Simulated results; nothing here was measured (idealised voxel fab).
Presented below is a process module, voxel wiring stack.
The cross-section shown here is cut; it is 250 nm wide and divided into square cells measuring 5 nm on a side.
This document writes a cross-section as a grid whose cells are square, and gives it as bands, listed from the top down; one or more rows of cells form a band.
The entry gives the band's vertical extent as a top height and a bottom height in nm, then its horizontal make-up as materials from left to right, each with a width in nm. "air" stands for empty space; a single material marked "throughout" fills the band edge to edge.
Height is counted from the level 0, under which the received wafer is composed throughout of one material. The lowest of the bands is not closed at the bottom but continues downward, in the notation "0 -> down".
Quick explanation for "30 to 40": the width changes in equal steps down the rows of cells, from the first number in the band's top row to the second number in its bottom row.
A step reported as "no alteration" is a step in which no cell of the cross-section changed.
The label "Completely sealed voids" introduces a list of the empty spaces, 8 cells or larger, that have no open way up to the top; each entry in it reads width x height at distance, where the distance is taken from the left edge and all three are stated in nm.
Read whatever lies past the settings on a step's line as the simulator's own remark about the step.
overlay nm: mask right of planned place by this much (step with mask). Neg. = left.
# Process steps foreseen in the plan
step 1: RECEIVE | material Si
step 2: CONFORMAL_DEP | material SiO2 | thk nm 10
step 3: DIRECTIONAL_DEP | material TiN | thk nm 5
step 4: DIRECTIONAL_DEP | material W | thk nm 15
step 5: DIRECTIONAL_DEP | material aC | thk nm 10
step 6: PATTERN | tone cover | mask id METAL_1 | material resist | width nm 30 | pitch nm 50 | thk nm 25 | overlay nm 0
step 7: DIRECTIONAL_ETCH | etch materials aC | depth nm 10
step 8: STRIP | etch materials resist
step 9: DIRECTIONAL_ETCH | etch materials W | depth nm 15
step 10: DIRECTIONAL_ETCH | etch materials TiN | depth nm 5
step 11: STRIP | etch materials aC
step 12: FILL_DEP | material lowk | thk nm 5
step 13: CMP | height nm 30
step 14: CONFORMAL_DEP | material SiCN | thk nm 5
step 15: DIRECTIONAL_DEP | material lowk | thk nm 25
step 16: DIRECTIONAL_DEP | material aC | thk nm 10
step 17: PATTERN | tone open | mask id METAL_2 | material resist | width nm 30 | pitch nm 50 | thk nm 25 | overlay nm 0
step 18: DIRECTIONAL_ETCH | etch materials aC | depth nm 10
step 19: STRIP | etch materials resist
step 20: DIRECTIONAL_ETCH | etch materials lowk | depth nm 15
step 21: STRIP | etch materials aC
step 22: MASKED_ETCH | tone open | mask id METAL_2_HOLES | width nm 15 | pitch nm 50 | etch materials lowk | depth nm 10 | overlay nm 0
step 23: MASKED_ETCH | tone open | mask id METAL_2_HOLES | width nm 15 | pitch nm 50 | etch materials SiCN | depth nm 5 | overlay nm 0
step 24: CONFORMAL_DEP | material TiN | thk nm 5
step 25: FILL_DEP | material Cu | thk nm 10
step 26: CMP | height nm 60
step 27: CONFORMAL_DEP | material SiCN | thk nm 5
step 28: DIRECTIONAL_DEP | material SiO2 | thk nm 15
step 29: PATTERN | tone open | mask id PLUG_2 | material resist | width nm 15 | pitch nm 50 | thk nm 15 | overlay nm 0
step 30: DIRECTIONAL_ETCH | etch materials SiO2 | depth nm 15
step 31: DIRECTIONAL_ETCH | etch materials SiCN | depth nm 5
step 32: STRIP | etch materials resist
step 33: EPI | material Ru | thk nm 10
step 34: EPI | material Ru | thk nm 10
step 35: DIRECTIONAL_DEP | material TiN | thk nm 5
step 36: DIRECTIONAL_DEP | material Ru | thk nm 25
step 37: MASKED_ETCH | tone cover | mask id METAL_3 | width nm 30 | pitch nm 50 | etch materials Ru | depth nm 25 | overlay nm 0
step 38: MASKED_ETCH | tone cover | mask id METAL_3 | width nm 30 | pitch nm 50 | etch materials TiN | depth nm 5 | overlay nm 0
step 39: CONFORMAL_DEP | material SiCN | thk nm 5
step 40: FILL_DEP | material lowk | thk nm 5
step 41: CMP | height nm 110
step 42: CONFORMAL_DEP | material SiCN | thk nm 5
# So, the first of our two wafers, run just as we planned it
# Cross-section of the wafer as it came to us, i.e., already through step 1
0 -> down  Si throughout
Completely sealed voids: none
# State of the wafer after step 2, shown in cross-section
10 -> 0  SiO2 throughout
Rest of section, below 0: as before.
# State of the wafer after step 3, shown in cross-section
15 -> 10  TiN throughout
Rest of section, below 10: as before.
# State of the wafer after step 4, shown in cross-section
30 -> 15  W throughout
Rest of section, below 15: as before.
# State of the wafer after step 5, shown in cross-section
40 -> 30  aC throughout
Rest of section, below 30: as before.
# State of the wafer after step 6, shown in cross-section
65 -> 40  60 of air  30 of resist  20 of air  30 of resist  20 of air  30 of resist  60 of air
Rest of section, below 40: as before.
# State of the wafer after step 7, shown in cross-section
55 -> 40  60 of air  30 of resist  20 of air  30 of resist  20 of air  30 of resist  60 of air
40 -> 30  60 of air  30 of aC  20 of air  30 of aC  20 of air  30 of aC  60 of air
Rest of section, below 30: as before.
# State of the wafer after step 8, shown in cross-section
40 -> 30  60 of air  30 of aC  20 of air  30 of aC  20 of air  30 of aC  60 of air
Rest of section, below 30: as before.
# State of the wafer after step 9, shown in cross-section
40 -> 30  60 of air  30 of aC  20 of air  30 of aC  20 of air  30 of aC  60 of air
30 -> 15  60 of air  30 of W  20 of air  30 of W  20 of air  30 of W  60 of air
Rest of section, below 15: as before.
# State of the wafer after step 10, shown in cross-section
40 -> 30  60 of air  30 of aC  20 of air  30 of aC  20 of air  30 of aC  60 of air
30 -> 15  60 of air  30 of W  20 of air  30 of W  20 of air  30 of W  60 of air
15 -> 10  60 of air  30 of TiN  20 of air  30 of TiN  20 of air  30 of TiN  60 of air
Rest of section, below 10: as before.
# State of the wafer after step 11, shown in cross-section
30 -> 15  60 of air  30 of W  20 of air  30 of W  20 of air  30 of W  60 of air
Rest of section, below 15: as before.
# State of the wafer after step 12, shown in cross-section
35 -> 30  lowk throughout
30 -> 15  60 of lowk  30 of W  20 of lowk  30 of W  20 of lowk  30 of W  60 of lowk
15 -> 10  60 of lowk  30 of TiN  20 of lowk  30 of TiN  20 of lowk  30 of TiN  60 of lowk
Rest of section, below 10: as before.
# State of the wafer after step 13, shown in cross-section
30 -> 15  60 of lowk  30 of W  20 of lowk  30 of W  20 of lowk  30 of W  60 of lowk
Rest of section, below 15: as before.
# State of the wafer after step 14, shown in cross-section
35 -> 30  SiCN throughout
Rest of section, below 30: as before.
# State of the wafer after step 15, shown in cross-section
60 -> 35  lowk throughout
Rest of section, below 35: as before.
# State of the wafer after step 16, shown in cross-section
70 -> 60  aC throughout
Rest of section, below 60: as before.
# State of the wafer after step 17, shown in cross-section
95 -> 70  60 of resist  30 of air  20 of resist  30 of air  20 of resist  30 of air  60 of resist
Rest of section, below 70: as before.
# State of the wafer after step 18, shown in cross-section
85 -> 70  60 of resist  30 of air  20 of resist  30 of air  20 of resist  30 of air  60 of resist
70 -> 60  60 of aC  30 of air  20 of aC  30 of air  20 of aC  30 of air  60 of aC
Rest of section, below 60: as before.
# State of the wafer after step 19, shown in cross-section
70 -> 60  60 of aC  30 of air  20 of aC  30 of air  20 of aC  30 of air  60 of aC
Rest of section, below 60: as before.
# State of the wafer after step 20, shown in cross-section
70 -> 60  60 of aC  30 of air  20 of aC  30 of air  20 of aC  30 of air  60 of aC
60 -> 45  60 of lowk  30 of air  20 of lowk  30 of air  20 of lowk  30 of air  60 of lowk
Rest of section, below 45: as before.
# State of the wafer after step 21, shown in cross-section
60 -> 45  60 of lowk  30 of air  20 of lowk  30 of air  20 of lowk  30 of air  60 of lowk
Rest of section, below 45: as before.
# State of the wafer after step 22, shown in cross-section
60 -> 45  60 of lowk  30 of air  20 of lowk  30 of air  20 of lowk  30 of air  60 of lowk
45 -> 35  60 of lowk  15 of air  35 of lowk  15 of air  35 of lowk  15 of air  75 of lowk
Rest of section, below 35: as before.
# State of the wafer after step 23, shown in cross-section
60 -> 45  60 of lowk  30 of air  20 of lowk  30 of air  20 of lowk  30 of air  60 of lowk
45 -> 35  60 of lowk  15 of air  35 of lowk  15 of air  35 of lowk  15 of air  75 of lowk
35 -> 30  60 of SiCN  15 of air  35 of SiCN  15 of air  35 of SiCN  15 of air  75 of SiCN
Rest of section, below 30: as before.
# State of the wafer after step 24, shown in cross-section
65 -> 60  65 of TiN  20 of air  30 of TiN  20 of air  30 of TiN  20 of air  65 of TiN
60 -> 50  60 of lowk  5 of TiN  20 of air  5 of TiN  20 of lowk  5 of TiN  20 of air  5 of TiN  20 of lowk  5 of TiN  20 of air  5 of TiN  60 of lowk
50 -> 45  60 of lowk  5 of TiN  5 of air  20 of TiN  20 of lowk  5 of TiN  5 of air  20 of TiN  20 of lowk  5 of TiN  5 of air  20 of TiN  60 of lowk
45 -> 35  60 of lowk  5 of TiN  5 of air  5 of TiN  35 of lowk  5 of TiN  5 of air  5 of TiN  35 of lowk  5 of TiN  5 of air  5 of TiN  75 of lowk
35 -> 30  60 of SiCN  15 of TiN  35 of SiCN  15 of TiN  35 of SiCN  15 of TiN  75 of SiCN
Rest of section, below 30: as before.
# State of the wafer after step 25, shown in cross-section
75 -> 65  Cu throughout
65 -> 60  65 of TiN  20 of Cu  30 of TiN  20 of Cu  30 of TiN  20 of Cu  65 of TiN
60 -> 50  60 of lowk  5 of TiN  20 of Cu  5 of TiN  20 of lowk  5 of TiN  20 of Cu  5 of TiN  20 of lowk  5 of TiN  20 of Cu  5 of TiN  60 of lowk
50 -> 45  60 of lowk  5 of TiN  5 of Cu  20 of TiN  20 of lowk  5 of TiN  5 of Cu  20 of TiN  20 of lowk  5 of TiN  5 of Cu  20 of TiN  60 of lowk
45 -> 35  60 of lowk  5 of TiN  5 of Cu  5 of TiN  35 of lowk  5 of TiN  5 of Cu  5 of TiN  35 of lowk  5 of TiN  5 of Cu  5 of TiN  75 of lowk
Rest of section, below 35: as before.
# State of the wafer after step 26, shown in cross-section
60 -> 50  60 of lowk  5 of TiN  20 of Cu  5 of TiN  20 of lowk  5 of TiN  20 of Cu  5 of TiN  20 of lowk  5 of TiN  20 of Cu  5 of TiN  60 of lowk
Rest of section, below 50: as before.
# State of the wafer after step 27, shown in cross-section
65 -> 60  SiCN throughout
Rest of section, below 60: as before.
# State of the wafer after step 28, shown in cross-section
80 -> 65  SiO2 throughout
Rest of section, below 65: as before.
# State of the wafer after step 29, shown in cross-section
95 -> 80  60 of resist  15 of air  35 of resist  15 of air  35 of resist  15 of air  75 of resist
Rest of section, below 80: as before.
# State of the wafer after step 30, shown in cross-section
95 -> 80  60 of resist  15 of air  35 of resist  15 of air  35 of resist  15 of air  75 of resist
80 -> 65  60 of SiO2  15 of air  35 of SiO2  15 of air  35 of SiO2  15 of air  75 of SiO2
Rest of section, below 65: as before.
# State of the wafer after step 31, shown in cross-section
95 -> 80  60 of resist  15 of air  35 of resist  15 of air  35 of resist  15 of air  75 of resist
80 -> 65  60 of SiO2  15 of air  35 of SiO2  15 of air  35 of SiO2  15 of air  75 of SiO2
65 -> 60  60 of SiCN  15 of air  35 of SiCN  15 of air  35 of SiCN  15 of air  75 of SiCN
Rest of section, below 60: as before.
# State of the wafer after step 32, shown in cross-section
80 -> 65  60 of SiO2  15 of air  35 of SiO2  15 of air  35 of SiO2  15 of air  75 of SiO2
Rest of section, below 65: as before.
# State of the wafer after step 33, shown in cross-section
80 -> 70  60 of SiO2  15 of air  35 of SiO2  15 of air  35 of SiO2  15 of air  75 of SiO2
70 -> 65  60 of SiO2  15 of Ru  35 of SiO2  15 of Ru  35 of SiO2  15 of Ru  75 of SiO2
65 -> 60  60 of SiCN  15 of Ru  35 of SiCN  15 of Ru  35 of SiCN  15 of Ru  75 of SiCN
Rest of section, below 60: as before.
# State of the wafer after step 34, shown in cross-section
80 -> 65  60 of SiO2  15 of Ru  35 of SiO2  15 of Ru  35 of SiO2  15 of Ru  75 of SiO2
Rest of section, below 65: as before.
# State of the wafer after step 35, shown in cross-section
85 -> 80  TiN throughout
Rest of section, below 80: as before.
# State of the wafer after step 36, shown in cross-section
110 -> 85  Ru throughout
Rest of section, below 85: as before.
# State of the wafer after step 37, shown in cross-section
110 -> 85  60 of air  30 of Ru  20 of air  30 of Ru  20 of air  30 of Ru  60 of air
Rest of section, below 85: as before.
# State of the wafer after step 38, shown in cross-section
110 -> 85  60 of air  30 of Ru  20 of air  30 of Ru  20 of air  30 of Ru  60 of air
85 -> 80  60 of air  30 of TiN  20 of air  30 of TiN  20 of air  30 of TiN  60 of air
Rest of section, below 80: as before.
# State of the wafer after step 39, shown in cross-section
115 -> 110  55 of air  40 of SiCN  10 of air  40 of SiCN  10 of air  40 of SiCN  55 of air
110 -> 85  55 of air  5 of SiCN  30 of Ru  5 of SiCN  10 of air  5 of SiCN  30 of Ru  5 of SiCN  10 of air  5 of SiCN  30 of Ru  5 of SiCN  55 of air
85 -> 80  60 of SiCN  30 of TiN  20 of SiCN  30 of TiN  20 of SiCN  30 of TiN  60 of SiCN
Rest of section, below 80: as before.
# State of the wafer after step 40, shown in cross-section
120 -> 115  lowk throughout
115 -> 110  55 of lowk  40 of SiCN  10 of lowk  40 of SiCN  10 of lowk  40 of SiCN  55 of lowk
110 -> 85  55 of lowk  5 of SiCN  30 of Ru  5 of SiCN  10 of lowk  5 of SiCN  30 of Ru  5 of SiCN  10 of lowk  5 of SiCN  30 of Ru  5 of SiCN  55 of lowk
Rest of section, below 85: as before.
# State of the wafer after step 41, shown in cross-section
110 -> 85  55 of lowk  5 of SiCN  30 of Ru  5 of SiCN  10 of lowk  5 of SiCN  30 of Ru  5 of SiCN  10 of lowk  5 of SiCN  30 of Ru  5 of SiCN  55 of lowk
Rest of section, below 85: as before.
# State of the wafer after step 42, shown in cross-section
115 -> 110  SiCN throughout
Rest of section, below 110: as before.
# Second wafer. Start and plan as for the first. One mistake made in running. Agrees with the first up to and including step 1
# Here is the second wafer in cross-section at the point where step 2 of the plan should have been done
10 -> 0  Ru throughout
Rest of section, below 0: as before.
# Here is the second wafer in cross-section at the point where step 3 of the plan should have been done
15 -> 10  TiN throughout
Rest of section, below 10: as before.
# Here is the second wafer in cross-section at the point where step 4 of the plan should have been done
30 -> 15  W throughout
Rest of section, below 15: as before.
# Here is the second wafer in cross-section at the point where step 5 of the plan should have been done
40 -> 30  aC throughout
Rest of section, below 30: as before.
# Here is the second wafer in cross-section at the point where step 6 of the plan should have been done
65 -> 40  60 of air  30 of resist  20 of air  30 of resist  20 of air  30 of resist  60 of air
Rest of section, below 40: as before.
# Here is the second wafer in cross-section at the point where step 7 of the plan should have been done
55 -> 40  60 of air  30 of resist  20 of air  30 of resist  20 of air  30 of resist  60 of air
40 -> 30  60 of air  30 of aC  20 of air  30 of aC  20 of air  30 of aC  60 of air
Rest of section, below 30: as before.
# Here is the second wafer in cross-section at the point where step 8 of the plan should have been done
40 -> 30  60 of air  30 of aC  20 of air  30 of aC  20 of air  30 of aC  60 of air
Rest of section, below 30: as before.
# Here is the second wafer in cross-section at the point where step 9 of the plan should have been done
40 -> 30  60 of air  30 of aC  20 of air  30 of aC  20 of air  30 of aC  60 of air
30 -> 15  60 of air  30 of W  20 of air  30 of W  20 of air  30 of W  60 of air
Rest of section, below 15: as before.
# Here is the second wafer in cross-section at the point where step 10 of the plan should have been done
40 -> 30  60 of air  30 of aC  20 of air  30 of aC  20 of air  30 of aC  60 of air
30 -> 15  60 of air  30 of W  20 of air  30 of W  20 of air  30 of W  60 of air
15 -> 10  60 of air  30 of TiN  20 of air  30 of TiN  20 of air  30 of TiN  60 of air
Rest of section, below 10: as before.
# Here is the second wafer in cross-section at the point where step 11 of the plan should have been done
30 -> 15  60 of air  30 of W  20 of air  30 of W  20 of air  30 of W  60 of air
Rest of section, below 15: as before.
# Here is the second wafer in cross-section at the point where step 12 of the plan should have been done
35 -> 30  lowk throughout
30 -> 15  60 of lowk  30 of W  20 of lowk  30 of W  20 of lowk  30 of W  60 of lowk
15 -> 10  60 of lowk  30 of TiN  20 of lowk  30 of TiN  20 of lowk  30 of TiN  60 of lowk
Rest of section, below 10: as before.
# Here is the second wafer in cross-section at the point where step 13 of the plan should have been done
30 -> 15  60 of lowk  30 of W  20 of lowk  30 of W  20 of lowk  30 of W  60 of lowk
Rest of section, below 15: as before.
# Here is the second wafer in cross-section at the point where step 14 of the plan should have been done
35 -> 30  SiCN throughout
Rest of section, below 30: as before.
# Here is the second wafer in cross-section at the point where step 15 of the plan should have been done
60 -> 35  lowk throughout
Rest of section, below 35: as before.
# Here is the second wafer in cross-section at the point where step 16 of the plan should have been done
70 -> 60  aC throughout
Rest of section, below 60: as before.
# Here is the second wafer in cross-section at the point where step 17 of the plan should have been done
95 -> 70  60 of resist  30 of air  20 of resist  30 of air  20 of resist  30 of air  60 of resist
Rest of section, below 70: as before.
# Here is the second wafer in cross-section at the point where step 18 of the plan should have been done
85 -> 70  60 of resist  30 of air  20 of resist  30 of air  20 of resist  30 of air  60 of resist
70 -> 60  60 of aC  30 of air  20 of aC  30 of air  20 of aC  30 of air  60 of aC
Rest of section, below 60: as before.
# Here is the second wafer in cross-section at the point where step 19 of the plan should have been done
70 -> 60  60 of aC  30 of air  20 of aC  30 of air  20 of aC  30 of air  60 of aC
Rest of section, below 60: as before.
# Here is the second wafer in cross-section at the point where step 20 of the plan should have been done
70 -> 60  60 of aC  30 of air  20 of aC  30 of air  20 of aC  30 of air  60 of aC
60 -> 45  60 of lowk  30 of air  20 of lowk  30 of air  20 of lowk  30 of air  60 of lowk
Rest of section, below 45: as before.
# Here is the second wafer in cross-section at the point where step 21 of the plan should have been done
60 -> 45  60 of lowk  30 of air  20 of lowk  30 of air  20 of lowk  30 of air  60 of lowk
Rest of section, below 45: as before.
# Here is the second wafer in cross-section at the point where step 22 of the plan should have been done
60 -> 45  60 of lowk  30 of air  20 of lowk  30 of air  20 of lowk  30 of air  60 of lowk
45 -> 35  60 of lowk  15 of air  35 of lowk  15 of air  35 of lowk  15 of air  75 of lowk
Rest of section, below 35: as before.
# Here is the second wafer in cross-section at the point where step 23 of the plan should have been done
60 -> 45  60 of lowk  30 of air  20 of lowk  30 of air  20 of lowk  30 of air  60 of lowk
45 -> 35  60 of lowk  15 of air  35 of lowk  15 of air  35 of lowk  15 of air  75 of lowk
35 -> 30  60 of SiCN  15 of air  35 of SiCN  15 of air  35 of SiCN  15 of air  75 of SiCN
Rest of section, below 30: as before.
# Here is the second wafer in cross-section at the point where step 24 of the plan should have been done
65 -> 60  65 of TiN  20 of air  30 of TiN  20 of air  30 of TiN  20 of air  65 of TiN
60 -> 50  60 of lowk  5 of TiN  20 of air  5 of TiN  20 of lowk  5 of TiN  20 of air  5 of TiN  20 of lowk  5 of TiN  20 of air  5 of TiN  60 of lowk
50 -> 45  60 of lowk  5 of TiN  5 of air  20 of TiN  20 of lowk  5 of TiN  5 of air  20 of TiN  20 of lowk  5 of TiN  5 of air  20 of TiN  60 of lowk
45 -> 35  60 of lowk  5 of TiN  5 of air  5 of TiN  35 of lowk  5 of TiN  5 of air  5 of TiN  35 of lowk  5 of TiN  5 of air  5 of TiN  75 of lowk
35 -> 30  60 of SiCN  15 of TiN  35 of SiCN  15 of TiN  35 of SiCN  15 of TiN  75 of SiCN
Rest of section, below 30: as before.
# Here is the second wafer in cross-section at the point where step 25 of the plan should have been done
75 -> 65  Cu throughout
65 -> 60  65 of TiN  20 of Cu  30 of TiN  20 of Cu  30 of TiN  20 of Cu  65 of TiN
60 -> 50  60 of lowk  5 of TiN  20 of Cu  5 of TiN  20 of lowk  5 of TiN  20 of Cu  5 of TiN  20 of lowk  5 of TiN  20 of Cu  5 of TiN  60 of lowk
50 -> 45  60 of lowk  5 of TiN  5 of Cu  20 of TiN  20 of lowk  5 of TiN  5 of Cu  20 of TiN  20 of lowk  5 of TiN  5 of Cu  20 of TiN  60 of lowk
45 -> 35  60 of lowk  5 of TiN  5 of Cu  5 of TiN  35 of lowk  5 of TiN  5 of Cu  5 of TiN  35 of lowk  5 of TiN  5 of Cu  5 of TiN  75 of lowk
Rest of section, below 35: as before.
# Here is the second wafer in cross-section at the point where step 26 of the plan should have been done
60 -> 50  60 of lowk  5 of TiN  20 of Cu  5 of TiN  20 of lowk  5 of TiN  20 of Cu  5 of TiN  20 of lowk  5 of TiN  20 of Cu  5 of TiN  60 of lowk
Rest of section, below 50: as before.
# Here is the second wafer in cross-section at the point where step 27 of the plan should have been done
65 -> 60  SiCN throughout
Rest of section, below 60: as before.
# Here is the second wafer in cross-section at the point where step 28 of the plan should have been done
80 -> 65  SiO2 throughout
Rest of section, below 65: as before.
# Here is the second wafer in cross-section at the point where step 29 of the plan should have been done
95 -> 80  60 of resist  15 of air  35 of resist  15 of air  35 of resist  15 of air  75 of resist
Rest of section, below 80: as before.
# Here is the second wafer in cross-section at the point where step 30 of the plan should have been done
95 -> 80  60 of resist  15 of air  35 of resist  15 of air  35 of resist  15 of air  75 of resist
80 -> 65  60 of SiO2  15 of air  35 of SiO2  15 of air  35 of SiO2  15 of air  75 of SiO2
Rest of section, below 65: as before.
# Here is the second wafer in cross-section at the point where step 31 of the plan should have been done
95 -> 80  60 of resist  15 of air  35 of resist  15 of air  35 of resist  15 of air  75 of resist
80 -> 65  60 of SiO2  15 of air  35 of SiO2  15 of air  35 of SiO2  15 of air  75 of SiO2
65 -> 60  60 of SiCN  15 of air  35 of SiCN  15 of air  35 of SiCN  15 of air  75 of SiCN
Rest of section, below 60: as before.
# Here is the second wafer in cross-section at the point where step 32 of the plan should have been done
80 -> 65  60 of SiO2  15 of air  35 of SiO2  15 of air  35 of SiO2  15 of air  75 of SiO2
Rest of section, below 65: as before.
# Here is the second wafer in cross-section at the point where step 33 of the plan should have been done
80 -> 70  60 of SiO2  15 of air  35 of SiO2  15 of air  35 of SiO2  15 of air  75 of SiO2
70 -> 65  60 of SiO2  15 of Ru  35 of SiO2  15 of Ru  35 of SiO2  15 of Ru  75 of SiO2
65 -> 60  60 of SiCN  15 of Ru  35 of SiCN  15 of Ru  35 of SiCN  15 of Ru  75 of SiCN
Rest of section, below 60: as before.
# Here is the second wafer in cross-section at the point where step 34 of the plan should have been done
80 -> 65  60 of SiO2  15 of Ru  35 of SiO2  15 of Ru  35 of SiO2  15 of Ru  75 of SiO2
Rest of section, below 65: as before.
# Here is the second wafer in cross-section at the point where step 35 of the plan should have been done
85 -> 80  TiN throughout
Rest of section, below 80: as before.
# Here is the second wafer in cross-section at the point where step 36 of the plan should have been done
110 -> 85  Ru throughout
Rest of section, below 85: as before.
# Here is the second wafer in cross-section at the point where step 37 of the plan should have been done
110 -> 85  60 of air  30 of Ru  20 of air  30 of Ru  20 of air  30 of Ru  60 of air
Rest of section, below 85: as before.
# Here is the second wafer in cross-section at the point where step 38 of the plan should have been done
110 -> 85  60 of air  30 of Ru  20 of air  30 of Ru  20 of air  30 of Ru  60 of air
85 -> 80  60 of air  30 of TiN  20 of air  30 of TiN  20 of air  30 of TiN  60 of air
Rest of section, below 80: as before.
# Here is the second wafer in cross-section at the point where step 39 of the plan should have been done
115 -> 110  55 of air  40 of SiCN  10 of air  40 of SiCN  10 of air  40 of SiCN  55 of air
110 -> 85  55 of air  5 of SiCN  30 of Ru  5 of SiCN  10 of air  5 of SiCN  30 of Ru  5 of SiCN  10 of air  5 of SiCN  30 of Ru  5 of SiCN  55 of air
85 -> 80  60 of SiCN  30 of TiN  20 of SiCN  30 of TiN  20 of SiCN  30 of TiN  60 of SiCN
Rest of section, below 80: as before.
# Here is the second wafer in cross-section at the point where step 40 of the plan should have been done
120 -> 115  lowk throughout
115 -> 110  55 of lowk  40 of SiCN  10 of lowk  40 of SiCN  10 of lowk  40 of SiCN  55 of lowk
110 -> 85  55 of lowk  5 of SiCN  30 of Ru  5 of SiCN  10 of lowk  5 of SiCN  30 of Ru  5 of SiCN  10 of lowk  5 of SiCN  30 of Ru  5 of SiCN  55 of lowk
Rest of section, below 85: as before.
# Here is the second wafer in cross-section at the point where step 41 of the plan should have been done
110 -> 85  55 of lowk  5 of SiCN  30 of Ru  5 of SiCN  10 of lowk  5 of SiCN  30 of Ru  5 of SiCN  10 of lowk  5 of SiCN  30 of Ru  5 of SiCN  55 of lowk
Rest of section, below 85: as before.
# Here is the second wafer in cross-section at the point where step 42 of the plan should have been done
115 -> 110  SiCN throughout
Rest of section, below 110: as before.
Heads up, the wafer didn't run the way we planned it: step 2 changed vs plan, executed as CONFORMAL_DEP | material Ru | thk nm 10
End check, counted in cells, second wafer has more or fewer of these materials than the first: Ru: 100 more; SiO2: 100 fewer
